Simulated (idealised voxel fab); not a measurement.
voxel transistor to metal: a process module
The figure presents cross-section cut, which has a width of 185 nm and is divided into square cells with an edge length of 5 nm.
A cross-section is written here as square cells arranged in a grid, and it is given in bands from the top down, each band taking up one or more rows of cells.
The entry gives the band's vertical extent as a top height and a bottom height in nm, then its horizontal make-up as materials from left to right, each with a width in nm. "blank" stands for empty space; a single material marked "throughout" fills the band edge to edge.
Heads up on the height convention: 0 is the point under which the incoming wafer is all one material, and the lowest band has no bottom, it just keeps going down, like "0 down".
Note: "30->40" means the width goes from the first number (top row of the band) to the second number (bottom row) in equal steps per row of cells.
"remained unchanged" (step): cross-section cells unchanged, all of them.
"Closed internal voids" specifies each empty space that is not open to the top and that occupies no fewer than 8 cells, using the form width x height at distance, the distance measured from the left edge and all three quantities in nm.
Where a step's line continues beyond its settings, the continuation is a remark by the simulator itself on that step.
A step's line can hold "overlay nm"; with a mask on that step, the setting says how far right of the planned place the mask lay, while a negative setting says it lay to the left.

[Planned step list for the process]
step 1: RECEIVE with material Si
step 2: CONFORMAL_DEP with material SiO2, thk nm 5
step 3: CONFORMAL_DEP with material SiN, thk nm 10
step 4: PATTERN with tone cover, mask id ACTIVE, material resist, width nm 115, thk nm 20, overlay nm 0
step 5: DIRECTIONAL_ETCH with etch materials SiN, depth nm 10
step 6: DIRECTIONAL_ETCH with etch materials SiO2, depth nm 5
step 7: DIRECTIONAL_ETCH with etch materials Si, depth nm 35
step 8: STRIP with etch materials resist
step 9: OXIDIZE with depth nm 5
step 10: FILL_DEP with material SiO2, thk nm 5
step 11: CMP with height nm 15
step 12: SELECTIVE_ETCH with etch materials SiO2, depth nm 10
step 13: STRIP with etch materials SiN
step 14: SELECTIVE_ETCH with etch materials SiO2, depth nm 5
step 15: OXIDIZE with depth nm 5
step 16: DIRECTIONAL_DEP with material polySi, thk nm 25
step 17: DIRECTIONAL_DEP with material SiCN, thk nm 15
step 18: MASKED_ETCH with tone cover, mask id GATE, width nm 25, etch materials SiCN, depth nm 25, overlay nm 0
step 19: MASKED_ETCH with tone cover, mask id GATE, width nm 25, etch materials polySi, depth nm 35, overlay nm 0
step 20: CONFORMAL_DEP with material SiO2, thk nm 5
step 21: DIRECTIONAL_ETCH with etch materials SiO2, depth nm 5
step 22: CONFORMAL_DEP with material SiN, thk nm 10
step 23: DIRECTIONAL_ETCH with etch materials SiN, depth nm 10
step 24: DIRECTIONAL_ETCH with etch materials SiO2, depth nm 5
step 25: EPI with material pSi, thk nm 5
step 26: FILL_DEP with material SiO2, thk nm 10
step 27: CMP with height nm 25
step 28: STRIP with etch materials polySi
step 29: SELECTIVE_ETCH with etch materials SiO2, depth nm 5
step 30: CONFORMAL_DEP with material HfO2, thk nm 5
step 31: CONFORMAL_DEP with material TiN, thk nm 5
step 32: FILL_DEP with material W, thk nm 10
step 33: CMP with height nm 20
step 34: DIRECTIONAL_DEP with material SiO2, thk nm 15
step 35: PATTERN with tone open, mask id CONTACT, material resist, width nm 15, pitch nm 80, thk nm 20, overlay nm 0
step 36: DIRECTIONAL_ETCH with etch materials SiO2, depth nm 35
step 37: STRIP with etch materials resist
step 38: CONFORMAL_DEP with material TiN, thk nm 5
step 39: FILL_DEP with material Ru, thk nm 5
step 40: CMP with height nm 35
step 41: CONFORMAL_DEP with material SiN, thk nm 5
step 42: DIRECTIONAL_DEP with material lowk, thk nm 20
step 43: MASKED_ETCH with tone open, mask id METAL_1, width nm 15, pitch nm 80, etch materials lowk, depth nm 20, overlay nm -15
step 44: MASKED_ETCH with tone open, mask id METAL_1, width nm 15, pitch nm 80, etch materials SiN, depth nm 5, overlay nm 0
step 45: CONFORMAL_DEP with material TiN, thk nm 5
step 46: FILL_DEP with material Cu, thk nm 10
step 47: CMP with height nm 60
step 48: CONFORMAL_DEP with material SiN, thk nm 5
For this document, wafers share an identical start and vary in the step 43 overlay nm; the plan quotes the first wafer's value.

[Step 1 complete: as-received cross-section of the first of several wafers]
0 down  Si throughout
Closed internal voids: none

[End of module, by wafer: material-by-material cell gain (+) or loss (-) since receipt, then closed voids]
overlay nm -15 | +6 Cu | +15 HfO2 | +12 Ru | -149 Si | +90 SiN | +303 SiO2 | +59 TiN | +9 W | +124 lowk | +12 pSi | Closed internal voids: none
overlay nm -10 | +6 Cu | +15 HfO2 | +12 Ru | -149 Si | +88 SiN | +303 SiO2 | +61 TiN | +9 W | +124 lowk | +12 pSi | Closed internal voids: none
overlay nm -5 | +6 Cu | +15 HfO2 | +12 Ru | -149 Si | +86 SiN | +303 SiO2 | +63 TiN | +9 W | +124 lowk | +12 pSi | Closed internal voids: none
overlay nm 0 | +8 Cu | +15 HfO2 | +12 Ru | -149 Si | +84 SiN | +303 SiO2 | +63 TiN | +9 W | +124 lowk | +12 pSi | Closed internal voids: none
overlay nm 5 | +6 Cu | +15 HfO2 | +12 Ru | -149 Si | +86 SiN | +303 SiO2 | +63 TiN | +9 W | +124 lowk | +12 pSi | Closed internal voids: none
overlay nm 10 | +6 Cu | +15 HfO2 | +12 Ru | -149 Si | +88 SiN | +303 SiO2 | +61 TiN | +9 W | +124 lowk | +12 pSi | Closed internal voids: none
overlay nm 15 | +6 Cu | +15 HfO2 | +12 Ru | -149 Si | +90 SiN | +303 SiO2 | +59 TiN | +9 W | +124 lowk | +12 pSi | Closed internal voids: none
